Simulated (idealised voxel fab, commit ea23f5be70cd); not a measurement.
process module | voxel ribs on slabs
cross-section cut | 215 nm wide | cells 5 nm
A cross-section is a grid of square cells, given in bands from the top down. A band is one or more rows of cells.
Each band's line starts with the height of the band's top and of its bottom, in nm. Then come its materials from left to right, each with its width in nm. One material with "throughout" fills the band from edge to edge. "air" is empty space.
Height 0 is the level under which the wafer as received is all one material. The lowest band goes on downwards, as in "0 down".
A width such as "30 to 40" changes by the same amount from each row of cells to the next, from the band's top row to its bottom row.
"no change" after a step means that no cell of the cross-section changed.
closed voids: empty space of 8 cells or more with no open way to the top, each as width x height at its distance from the left edge, in nm
after a step's settings: what the simulator itself notes on the step
overlay nm, on a step with a mask: how far to the right of its planned place the mask lay; to the left if negative
plan
1 op RECEIVE | material Si
2 op DIRECTIONAL_DEP | material SiO2 | thk nm 20
3 op DIRECTIONAL_DEP | material SiN | thk nm 25
4 op MASKED_ETCH | tone cover | mask id RIB | width nm 30 | etch materials SiN | depth nm 10 | overlay nm 0
5 op DIRECTIONAL_DEP | material aC | thk nm 15
6 op PATTERN | tone cover | mask id SLAB | material resist | width nm 60 | thk nm 30 | overlay nm 0
7 op DIRECTIONAL_ETCH | etch materials aC | depth nm 15
8 op STRIP | etch materials resist
9 op DIRECTIONAL_ETCH | etch materials SiN | depth nm 15
10 op STRIP | etch materials aC
11 op FILL_DEP | material SiO2 | thk nm 20
12 op CMP | height nm 55
13 op DIRECTIONAL_DEP | material TiN | thk nm 5
14 op PATTERN | tone cover | mask id HEATER | material resist | width nm 40 | thk nm 15 | overlay nm 0
15 op DIRECTIONAL_ETCH | etch materials TiN | depth nm 5
16 op STRIP | etch materials resist
17 op CONFORMAL_DEP | material SiO2 | thk nm 10
as received, after step 1
  0 down: Si throughout
  closed voids: none
a wafer at the end: this start, this plan, one mistake
  70 to 65: air 75 | SiO2 60 | air 80
  65 to 60: SiO2 throughout
  60 to 55: SiO2 85 | TiN 40 | SiO2 90
  55 to 25: SiO2 throughout
  25 to 0: SiN throughout
  0 down: Si throughout
  closed voids: none
what went wrong: steps 2 and 3 were swapped
